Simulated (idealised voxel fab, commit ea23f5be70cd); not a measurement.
Presented below is a process module, voxel wiring stack.
For reference, the cross-section in this document is cut, with width 270 nm and square cells of 5 nm.
For the purposes of this document, a cross-section shall be understood as a grid of square cells, specified as bands listed in top-to-bottom order, each band consisting of one or more rows of cells. Top height, bottom height, nm. Materials left to right, width each, nm. Single material + "edge to edge" = fills band edge to edge. "empty" = empty. It should be noted that heights are counted from 0, beneath which the wafer as supplied is of one material throughout, and that the lowest band possesses no lower boundary but continues downward, as written in "from 0 down". Width spec "30..40" -> top row of cells at first value, bottom row at second value, equal per-row change in between. The cross-section has no changed cell in any step marked "no alteration". Closed-off voids of 8+ cells (no open route to the top) go in "Unvented voids", written width x height at distance from the left edge, in nm. Heads up: the bit after the settings on a step's line is the simulator's remark on that step. Steps that use a mask can have "overlay nm" on their line. It says how far the mask sat to the right of where it was meant to be. Negative means to the left.

[Planned step list for the process]
- 1: RECEIVE [material Si]
- 2: CONFORMAL_DEP [material SiO2] [thk nm 15]
- 3: CONFORMAL_DEP [material SiCN] [thk nm 5]
- 4: DIRECTIONAL_DEP [material SiO2] [thk nm 15]
- 5: PATTERN [tone open] [mask id METAL_1] [material resist] [width nm 20] [pitch nm 45] [thk nm 15] [overlay nm 0]
- 6: DIRECTIONAL_ETCH [etch materials SiO2] [depth nm 15]
- 7: DIRECTIONAL_ETCH [etch materials SiCN] [depth nm 5]
- 8: STRIP [etch materials resist]
- 9: CONFORMAL_DEP [material TiN] [thk nm 5]
- 10: FILL_DEP [material Cu] [thk nm 10]
- 11: CMP [height nm 35]
- 12: CONFORMAL_DEP [material SiCN] [thk nm 5]
- 13: DIRECTIONAL_DEP [material SiO2] [thk nm 35]
- 14: PATTERN [tone open] [mask id METAL_2_HOLES] [material resist] [width nm 15] [pitch nm 90] [thk nm 15] [overlay nm 0]
- 15: DIRECTIONAL_ETCH [etch materials SiO2] [depth nm 35]
- 16: STRIP [etch materials resist]
- 17: PATTERN [tone open] [mask id METAL_2] [material resist] [width nm 20] [pitch nm 45] [thk nm 15] [overlay nm 0]
- 18: DIRECTIONAL_ETCH [etch materials SiO2] [depth nm 20]
- 19: DIRECTIONAL_ETCH [etch materials SiCN] [depth nm 5]
- 20: STRIP [etch materials resist]
- 21: CONFORMAL_DEP [material TiN] [thk nm 5]
- 22: FILL_DEP [material Cu] [thk nm 5]
- 23: CMP [height nm 75]
- 24: CONFORMAL_DEP [material SiCN] [thk nm 5]

[First wafer of two (run as planned)]

[Wafer cross-section on receipt, i.e. after step 1]
from 0 down: Si edge to edge
Unvented voids: none

[How the wafer stands in section after step 2]
from 15 to 0: SiO2 edge to edge
Nothing below the height 0 has changed.

[How the wafer stands in section after step 3]
from 20 to 15: SiCN edge to edge
Nothing below the height 15 has changed.

[How the wafer stands in section after step 4]
from 35 to 20: SiO2 edge to edge
Nothing below the height 20 has changed.

[How the wafer stands in section after step 5]
from 50 to 35: resist 80, then empty 20, then resist 25, then empty 20, then resist 25, then empty 20, then resist 80
Nothing below the height 35 has changed.

[How the wafer stands in section after step 6]
from 50 to 35: resist 80, then empty 20, then resist 25, then empty 20, then resist 25, then empty 20, then resist 80
from 35 to 20: SiO2 80, then empty 20, then SiO2 25, then empty 20, then SiO2 25, then empty 20, then SiO2 80
Nothing below the height 20 has changed.

[How the wafer stands in section after step 7]
from 50 to 35: resist 80, then empty 20, then resist 25, then empty 20, then resist 25, then empty 20, then resist 80
from 35 to 20: SiO2 80, then empty 20, then SiO2 25, then empty 20, then SiO2 25, then empty 20, then SiO2 80
from 20 to 15: SiCN 80, then empty 20, then SiCN 25, then empty 20, then SiCN 25, then empty 20, then SiCN 80
Nothing below the height 15 has changed.

[How the wafer stands in section after step 8]
from 35 to 20: SiO2 80, then empty 20, then SiO2 25, then empty 20, then SiO2 25, then empty 20, then SiO2 80
Nothing below the height 20 has changed.

[How the wafer stands in section after step 9]
from 40 to 35: TiN 85, then empty 10, then TiN 35, then empty 10, then TiN 35, then empty 10, then TiN 85
from 35 to 20: SiO2 80, then TiN 5, then empty 10, then TiN 5, then SiO2 25, then TiN 5, then empty 10, then TiN 5, then SiO2 25, then TiN 5, then empty 10, then TiN 5, then SiO2 80
from 20 to 15: SiCN 80, then TiN 20, then SiCN 25, then TiN 20, then SiCN 25, then TiN 20, then SiCN 80
Nothing below the height 15 has changed.

[How the wafer stands in section after step 10]
from 50 to 40: Cu edge to edge
from 40 to 35: TiN 85, then Cu 10, then TiN 35, then Cu 10, then TiN 35, then Cu 10, then TiN 85
from 35 to 20: SiO2 80, then TiN 5, then Cu 10, then TiN 5, then SiO2 25, then TiN 5, then Cu 10, then TiN 5, then SiO2 25, then TiN 5, then Cu 10, then TiN 5, then SiO2 80
Nothing below the height 20 has changed.

[How the wafer stands in section after step 11]
from 35 to 20: SiO2 80, then TiN 5, then Cu 10, then TiN 5, then SiO2 25, then TiN 5, then Cu 10, then TiN 5, then SiO2 25, then TiN 5, then Cu 10, then TiN 5, then SiO2 80
Nothing below the height 20 has changed.

[How the wafer stands in section after step 12]
from 40 to 35: SiCN edge to edge
Nothing below the height 35 has changed.

[How the wafer stands in section after step 13]
from 75 to 40: SiO2 edge to edge
Nothing below the height 40 has changed.

[How the wafer stands in section after step 14]
from 90 to 75: resist 80, then empty 15, then resist 75, then empty 15, then resist 85
Nothing below the height 75 has changed.

[How the wafer stands in section after step 15]
from 90 to 75: resist 80, then empty 15, then resist 75, then empty 15, then resist 85
from 75 to 40: SiO2 80, then empty 15, then SiO2 75, then empty 15, then SiO2 85
Nothing below the height 40 has changed.

[How the wafer stands in section after step 16]
from 75 to 40: SiO2 80, then empty 15, then SiO2 75, then empty 15, then SiO2 85
Nothing below the height 40 has changed.

[How the wafer stands in section after step 17]
from 90 to 75: resist 80, then empty 20, then resist 25, then empty 20, then resist 25, then empty 20, then resist 80
Nothing below the height 75 has changed.

[How the wafer stands in section after step 18]
from 90 to 75: resist 80, then empty 20, then resist 25, then empty 20, then resist 25, then empty 20, then resist 80
from 75 to 55: SiO2 80, then empty 20, then SiO2 25, then empty 20, then SiO2 25, then empty 20, then SiO2 80
Nothing below the height 55 has changed.

[How the wafer stands in section after step 19]
from 90 to 75: resist 80, then empty 20, then resist 25, then empty 20, then resist 25, then empty 20, then resist 80
from 75 to 55: SiO2 80, then empty 20, then SiO2 25, then empty 20, then SiO2 25, then empty 20, then SiO2 80
from 55 to 40: SiO2 80, then empty 15, then SiO2 75, then empty 15, then SiO2 85
from 40 to 35: SiCN 80, then empty 15, then SiCN 75, then empty 15, then SiCN 85
Nothing below the height 35 has changed.

[How the wafer stands in section after step 20]
from 75 to 55: SiO2 80, then empty 20, then SiO2 25, then empty 20, then SiO2 25, then empty 20, then SiO2 80
Nothing below the height 55 has changed.

[How the wafer stands in section after step 21]
from 80 to 75: TiN 85, then empty 10, then TiN 35, then empty 10, then TiN 35, then empty 10, then TiN 85
from 75 to 60: SiO2 80, then TiN 5, then empty 10, then TiN 5, then SiO2 25, then TiN 5, then empty 10, then TiN 5, then SiO2 25, then TiN 5, then empty 10, then TiN 5, then SiO2 80
from 60 to 55: SiO2 80, then TiN 5, then empty 5, then TiN 10, then SiO2 25, then TiN 20, then SiO2 25, then TiN 5, then empty 5, then TiN 10, then SiO2 80
from 55 to 40: SiO2 80, then TiN 5, then empty 5, then TiN 5, then SiO2 75, then TiN 5, then empty 5, then TiN 5, then SiO2 85
from 40 to 35: SiCN 80, then TiN 15, then SiCN 75, then TiN 15, then SiCN 85
Nothing below the height 35 has changed.

[How the wafer stands in section after step 22]
from 85 to 80: Cu edge to edge
from 80 to 75: TiN 85, then Cu 10, then TiN 35, then Cu 10, then TiN 35, then Cu 10, then TiN 85
from 75 to 60: SiO2 80, then TiN 5, then Cu 10, then TiN 5, then SiO2 25, then TiN 5, then Cu 10, then TiN 5, then SiO2 25, then TiN 5, then Cu 10, then TiN 5, then SiO2 80
from 60 to 55: SiO2 80, then TiN 5, then Cu 5, then TiN 10, then SiO2 25, then TiN 20, then SiO2 25, then TiN 5, then Cu 5, then TiN 10, then SiO2 80
from 55 to 40: SiO2 80, then TiN 5, then Cu 5, then TiN 5, then SiO2 75, then TiN 5, then Cu 5, then TiN 5, then SiO2 85
Nothing below the height 40 has changed.

[How the wafer stands in section after step 23]
from 75 to 60: SiO2 80, then TiN 5, then Cu 10, then TiN 5, then SiO2 25, then TiN 5, then Cu 10, then TiN 5, then SiO2 25, then TiN 5, then Cu 10, then TiN 5, then SiO2 80
Nothing below the height 60 has changed.

[How the wafer stands in section after step 24]
from 80 to 75: SiCN edge to edge
Nothing below the height 75 has changed.

[It is to be noted that the second wafer proceeded from the same initial state and according to the same plan as the first, although one mistake was committed in its execution; through step 8, inclusive, the two wafers share an identical history]

[Second wafer, cross-section, planned end of step 9]
from 40 to 35: SiCN 85, then empty 10, then SiCN 35, then empty 10, then SiCN 35, then empty 10, then SiCN 85
from 35 to 20: SiO2 80, then SiCN 5, then empty 10, then SiCN 5, then SiO2 25, then SiCN 5, then empty 10, then SiCN 5, then SiO2 25, then SiCN 5, then empty 10, then SiCN 5, then SiO2 80
from 20 to 15: SiCN edge to edge
Nothing below the height 15 has changed.

[Second wafer, cross-section, planned end of step 10]
from 50 to 40: Cu edge to edge
from 40 to 35: SiCN 85, then Cu 10, then SiCN 35, then Cu 10, then SiCN 35, then Cu 10, then SiCN 85
from 35 to 20: SiO2 80, then SiCN 5, then Cu 10, then SiCN 5, then SiO2 25, then SiCN 5, then Cu 10, then SiCN 5, then SiO2 25, then SiCN 5, then Cu 10, then SiCN 5, then SiO2 80
Nothing below the height 20 has changed.

[Second wafer, cross-section, planned end of step 11]
from 35 to 20: SiO2 80, then SiCN 5, then Cu 10, then SiCN 5, then SiO2 25, then SiCN 5, then Cu 10, then SiCN 5, then SiO2 25, then SiCN 5, then Cu 10, then SiCN 5, then SiO2 80
Nothing below the height 20 has changed.

[Second wafer, cross-section, planned end of step 12]
from 40 to 35: SiCN edge to edge
Nothing below the height 35 has changed.

[Second wafer, cross-section, planned end of step 13]
from 75 to 40: SiO2 edge to edge
Nothing below the height 40 has changed.

[Second wafer, cross-section, planned end of step 14]
from 90 to 75: resist 80, then empty 15, then resist 75, then empty 15, then resist 85
Nothing below the height 75 has changed.

[Second wafer, cross-section, planned end of step 15]
from 90 to 75: resist 80, then empty 15, then resist 75, then empty 15, then resist 85
from 75 to 40: SiO2 80, then empty 15, then SiO2 75, then empty 15, then SiO2 85
Nothing below the height 40 has changed.

[Second wafer, cross-section, planned end of step 16]
from 75 to 40: SiO2 80, then empty 15, then SiO2 75, then empty 15, then SiO2 85
Nothing below the height 40 has changed.

[Second wafer, cross-section, planned end of step 17]
from 90 to 75: resist 80, then empty 20, then resist 25, then empty 20, then resist 25, then empty 20, then resist 80
Nothing below the height 75 has changed.

[Second wafer, cross-section, planned end of step 18]
from 90 to 75: resist 80, then empty 20, then resist 25, then empty 20, then resist 25, then empty 20, then resist 80
from 75 to 55: SiO2 80, then empty 20, then SiO2 25, then empty 20, then SiO2 25, then empty 20, then SiO2 80
Nothing below the height 55 has changed.

[Second wafer, cross-section, planned end of step 19]
from 90 to 75: resist 80, then empty 20, then resist 25, then empty 20, then resist 25, then empty 20, then resist 80
from 75 to 55: SiO2 80, then empty 20, then SiO2 25, then empty 20, then SiO2 25, then empty 20, then SiO2 80
from 55 to 40: SiO2 80, then empty 15, then SiO2 75, then empty 15, then SiO2 85
from 40 to 35: SiCN 80, then empty 15, then SiCN 75, then empty 15, then SiCN 85
Nothing below the height 35 has changed.

[Second wafer, cross-section, planned end of step 20]
from 75 to 55: SiO2 80, then empty 20, then SiO2 25, then empty 20, then SiO2 25, then empty 20, then SiO2 80
Nothing below the height 55 has changed.

[Second wafer, cross-section, planned end of step 21]
from 80 to 75: TiN 85, then empty 10, then TiN 35, then empty 10, then TiN 35, then empty 10, then TiN 85
from 75 to 60: SiO2 80, then TiN 5, then empty 10, then TiN 5, then SiO2 25, then TiN 5, then empty 10, then TiN 5, then SiO2 25, then TiN 5, then empty 10, then TiN 5, then SiO2 80
from 60 to 55: SiO2 80, then TiN 5, then empty 5, then TiN 10, then SiO2 25, then TiN 20, then SiO2 25, then TiN 5, then empty 5, then TiN 10, then SiO2 80
from 55 to 40: SiO2 80, then TiN 5, then empty 5, then TiN 5, then SiO2 75, then TiN 5, then empty 5, then TiN 5, then SiO2 85
from 40 to 35: SiCN 80, then TiN 15, then SiCN 75, then TiN 15, then SiCN 85
Nothing below the height 35 has changed.

[Second wafer, cross-section, planned end of step 22]
from 85 to 80: Cu edge to edge
from 80 to 75: TiN 85, then Cu 10, then TiN 35, then Cu 10, then TiN 35, then Cu 10, then TiN 85
from 75 to 60: SiO2 80, then TiN 5, then Cu 10, then TiN 5, then SiO2 25, then TiN 5, then Cu 10, then TiN 5, then SiO2 25, then TiN 5, then Cu 10, then TiN 5, then SiO2 80
from 60 to 55: SiO2 80, then TiN 5, then Cu 5, then TiN 10, then SiO2 25, then TiN 20, then SiO2 25, then TiN 5, then Cu 5, then TiN 10, then SiO2 80
from 55 to 40: SiO2 80, then TiN 5, then Cu 5, then TiN 5, then SiO2 75, then TiN 5, then Cu 5, then TiN 5, then SiO2 85
Nothing below the height 40 has changed.

[Second wafer, cross-section, planned end of step 23]
from 75 to 60: SiO2 80, then TiN 5, then Cu 10, then TiN 5, then SiO2 25, then TiN 5, then Cu 10, then TiN 5, then SiO2 25, then TiN 5, then Cu 10, then TiN 5, then SiO2 80
Nothing below the height 60 has changed.

[Second wafer, cross-section, planned end of step 24]
from 80 to 75: SiCN edge to edge
Nothing below the height 75 has changed.
Here's what went sideways: so step 9 ended up running with a different setting than we planned, it ran as CONFORMAL_DEP [material SiCN] [thk nm 5]
It is noted that, at the conclusion of processing, the second wafer exhibits a higher or lower cell count for certain materials relative to the first: SiCN: 30 more, TiN: 30 fewer
